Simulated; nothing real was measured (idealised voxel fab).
A process module follows: voxel wiring stack.
Square cells of 5 nm make up the cross-section cut, whose width is 265 nm.
When this document writes out a cross-section, it uses a grid of square cells and lists it as bands, beginning at the top and moving down, with a band standing for one or more rows of cells. For a band, the entry starts with two heights in nm, that of the top and then that of the bottom, and carries on with the band's materials in order from left to right, each alongside its width in nm; the word "throughout" beside a single material means it fills the band edge to edge, and "air" means empty space. Heights are reckoned from 0. Under this level, the received wafer is all of one material. The bottommost band is open-ended downward, for example "0 and below". Per-row width for "30->40": begins at first number (top row of band), ends at second number (bottom row), increment between rows held constant. When a step is marked "no modification", none of the cells in the cross-section changed during that step. Empty spaces counting at least 8 cells and having no open way to the top are listed in "Unvented cavities". The notation width x height at distance is used for each, the distance being from the left edge and all three values in nm. Post-settings text on a step line: simulator's own remark regarding the step. What "overlay nm" on a step's line means: if the step has a mask, that mask lay this far to the right of its planned place, or, when the value is negative, to the left.
### These are the steps we planned for the process
- 1: op RECEIVE | material Si
- 2: op CONFORMAL_DEP | material SiO2 | thk nm 15
- 3: op CONFORMAL_DEP | material SiN | thk nm 5
- 4: op DIRECTIONAL_DEP | material lowk | thk nm 15
- 5: op PATTERN | tone open | mask id METAL_1 | material resist | width nm 25 | pitch nm 45 | thk nm 15 | overlay nm 0
- 6: op DIRECTIONAL_ETCH | etch materials lowk | depth nm 15
- 7: op DIRECTIONAL_ETCH | etch materials SiN | depth nm 5
- 8: op STRIP | etch materials resist
- 9: op CONFORMAL_DEP | material TiN | thk nm 5
- 10: op FILL_DEP | material Cu | thk nm 5
- 11: op CMP | height nm 35
- 12: op EPI | material Ru | thk nm 5
- 13: op FILL_DEP | material SiCN | thk nm 5
- 14: op DIRECTIONAL_DEP | material SiO2 | thk nm 10
- 15: op MASKED_ETCH | tone open | mask id PLUG_1 | width nm 15 | pitch nm 90 | etch materials SiO2 | depth nm 10 | overlay nm 0
- 16: op MASKED_ETCH | tone open | mask id PLUG_1 | width nm 15 | pitch nm 90 | etch materials SiCN | depth nm 5 | overlay nm 0
- 17: op EPI | material Ru | thk nm 10
- 18: op EPI | material Ru | thk nm 5
- 19: op CONFORMAL_DEP | material SiN | thk nm 5
- 20: op DIRECTIONAL_DEP | material SiO2 | thk nm 20
- 21: op MASKED_ETCH | tone open | mask id METAL_2 | width nm 25 | pitch nm 45 | etch materials SiO2 | depth nm 20 | overlay nm 0
- 22: op MASKED_ETCH | tone open | mask id METAL_2 | width nm 25 | pitch nm 45 | etch materials SiN | depth nm 5 | overlay nm 0
- 23: op CONFORMAL_DEP | material TiN | thk nm 5
- 24: op FILL_DEP | material Cu | thk nm 10
- 25: op CMP | height nm 80
- 26: op CONFORMAL_DEP | material SiCN | thk nm 5
- 27: op DIRECTIONAL_DEP | material SiO2 | thk nm 25
- 28: op DIRECTIONAL_DEP | material aC | thk nm 10
- 29: op PATTERN | tone open | mask id METAL_3 | material resist | width nm 25 | pitch nm 45 | thk nm 30 | overlay nm 0
- 30: op DIRECTIONAL_ETCH | etch materials aC | depth nm 10
- 31: op STRIP | etch materials resist
- 32: op DIRECTIONAL_ETCH | etch materials SiO2 | depth nm 15
- 33: op STRIP | etch materials aC
- 34: op DIRECTIONAL_DEP | material aC | thk nm 10
- 35: op PATTERN | tone open | mask id METAL_3_HOLES | material resist | width nm 15 | pitch nm 45 | thk nm 30 | overlay nm 0
- 36: op DIRECTIONAL_ETCH | etch materials aC | depth nm 10
- 37: op STRIP | etch materials resist
- 38: op DIRECTIONAL_ETCH | etch materials SiO2 | depth nm 10
- 39: op DIRECTIONAL_ETCH | etch materials SiCN | depth nm 5
- 40: op STRIP | etch materials aC
- 41: op CONFORMAL_DEP | material TiN | thk nm 5
- 42: op FILL_DEP | material Cu | thk nm 10
- 43: op CMP | height nm 110
- 44: op CONFORMAL_DEP | material SiCN | thk nm 5
- 45: op DIRECTIONAL_DEP | material SiO2 | thk nm 30
- 46: op DIRECTIONAL_DEP | material aC | thk nm 10
- 47: op PATTERN | tone open | mask id METAL_4_HOLES | material resist | width nm 15 | pitch nm 90 | thk nm 25 | overlay nm 0
- 48: op DIRECTIONAL_ETCH | etch materials aC | depth nm 10
- 49: op STRIP | etch materials resist
- 50: op DIRECTIONAL_ETCH | etch materials SiO2 | depth nm 30
- 51: op STRIP | etch materials aC
- 52: op MASKED_ETCH | tone open | mask id METAL_4 | width nm 25 | pitch nm 45 | etch materials SiO2 | depth nm 20 | overlay nm 0
- 53: op MASKED_ETCH | tone open | mask id METAL_4 | width nm 25 | pitch nm 45 | etch materials SiCN | depth nm 5 | overlay nm 0
- 54: op CONFORMAL_DEP | material TiN | thk nm 5
- 55: op FILL_DEP | material Ru | thk nm 10
- 56: op CMP | height nm 145
- 57: op CONFORMAL_DEP | material SiCN | thk nm 5
### Wafer cross-section on receipt, i.e. after step 1
> 0 and below = Si throughout
> Unvented cavities: none
### End-of-module cross-section. Starting structure and process plan as above; one mistake made in running it
> 150 down to 145 = SiCN throughout
> 145 down to 140 = TiN 55 nm / Ru 15 nm / TiN 30 nm / Ru 15 nm / TiN 30 nm / Ru 15 nm / TiN 30 nm / Ru 15 nm / TiN 60 nm
> 140 down to 125 = SiO2 50 nm / TiN 5 nm / Ru 15 nm / TiN 5 nm / SiO2 20 nm / TiN 5 nm / Ru 15 nm / TiN 5 nm / SiO2 20 nm / TiN 5 nm / Ru 15 nm / TiN 5 nm / SiO2 20 nm / TiN 5 nm / Ru 15 nm / TiN 5 nm / SiO2 55 nm
> 125 down to 120 = SiO2 50 nm / TiN 5 nm / Ru 5 nm / TiN 15 nm / SiO2 20 nm / TiN 25 nm / SiO2 20 nm / TiN 5 nm / Ru 5 nm / TiN 15 nm / SiO2 20 nm / TiN 25 nm / SiO2 55 nm
> 120 down to 110 = SiO2 50 nm / TiN 5 nm / Ru 5 nm / TiN 5 nm / SiO2 75 nm / TiN 5 nm / Ru 5 nm / TiN 5 nm / SiO2 110 nm
> 110 down to 105 = SiCN 50 nm / TiN 15 nm / SiCN 75 nm / TiN 15 nm / SiCN 110 nm
> 105 down to 95 = SiO2 50 nm / TiN 5 nm / Cu 15->5 nm / TiN 5->15 nm / SiO2 20 nm / TiN 5 nm / Cu 15->5 nm / TiN 5->15 nm / SiO2 20 nm / TiN 5 nm / Cu 15->5 nm / TiN 5->15 nm / SiO2 20 nm / TiN 5 nm / Cu 15->5 nm / TiN 5->15 nm / SiO2 55 nm
> 95 down to 85 = SiO2 50 nm / TiN 5 nm / Cu 5 nm / TiN 5 nm / SiO2 30 nm / TiN 5 nm / Cu 5 nm / TiN 5 nm / SiO2 30 nm / TiN 5 nm / Cu 5 nm / TiN 5 nm / SiO2 30 nm / TiN 5 nm / Cu 5 nm / TiN 5 nm / SiO2 65 nm
> 85 down to 80 = SiCN 50 nm / TiN 15 nm / SiCN 30 nm / TiN 15 nm / SiCN 30 nm / TiN 15 nm / SiCN 30 nm / TiN 15 nm / SiCN 65 nm
> 80 down to 60 = SiO2 50 nm / TiN 5 nm / Cu 15 nm / TiN 5 nm / SiO2 20 nm / TiN 5 nm / Cu 15 nm / TiN 5 nm / SiO2 20 nm / TiN 5 nm / Cu 15 nm / TiN 5 nm / SiO2 20 nm / TiN 5 nm / Cu 15 nm / TiN 5 nm / SiO2 55 nm
> 60 down to 55 = SiN 50 nm / TiN 25 nm / SiN 20 nm / TiN 25 nm / SiN 20 nm / TiN 25 nm / SiN 20 nm / TiN 25 nm / SiN 55 nm
> 55 down to 45 = SiO2 50 nm / Ru 15 nm / SiO2 75 nm / Ru 15 nm / SiO2 110 nm
> 45 down to 40 = SiCN 50 nm / Ru 15 nm / SiCN 75 nm / Ru 15 nm / SiCN 110 nm
> 40 down to 35 = SiCN 45 nm / Ru 35 nm / SiCN 10 nm / Ru 35 nm / SiCN 10 nm / Ru 35 nm / SiCN 10 nm / Ru 35 nm / SiCN 50 nm
> 35 down to 20 = lowk 50 nm / TiN 5 nm / Cu 15 nm / TiN 5 nm / lowk 20 nm / TiN 5 nm / Cu 15 nm / TiN 5 nm / lowk 20 nm / TiN 5 nm / Cu 15 nm / TiN 5 nm / lowk 20 nm / TiN 5 nm / Cu 15 nm / TiN 5 nm / lowk 55 nm
> 20 down to 15 = SiN 50 nm / TiN 25 nm / SiN 20 nm / TiN 25 nm / SiN 20 nm / TiN 25 nm / SiN 20 nm / TiN 25 nm / SiN 55 nm
> 15 down to 0 = SiO2 throughout
> 0 and below = Si throughout
> Unvented cavities: none
Want to know what went wrong? note that step 43 departed from the planned setting and was carried out as op CMP | height nm 105
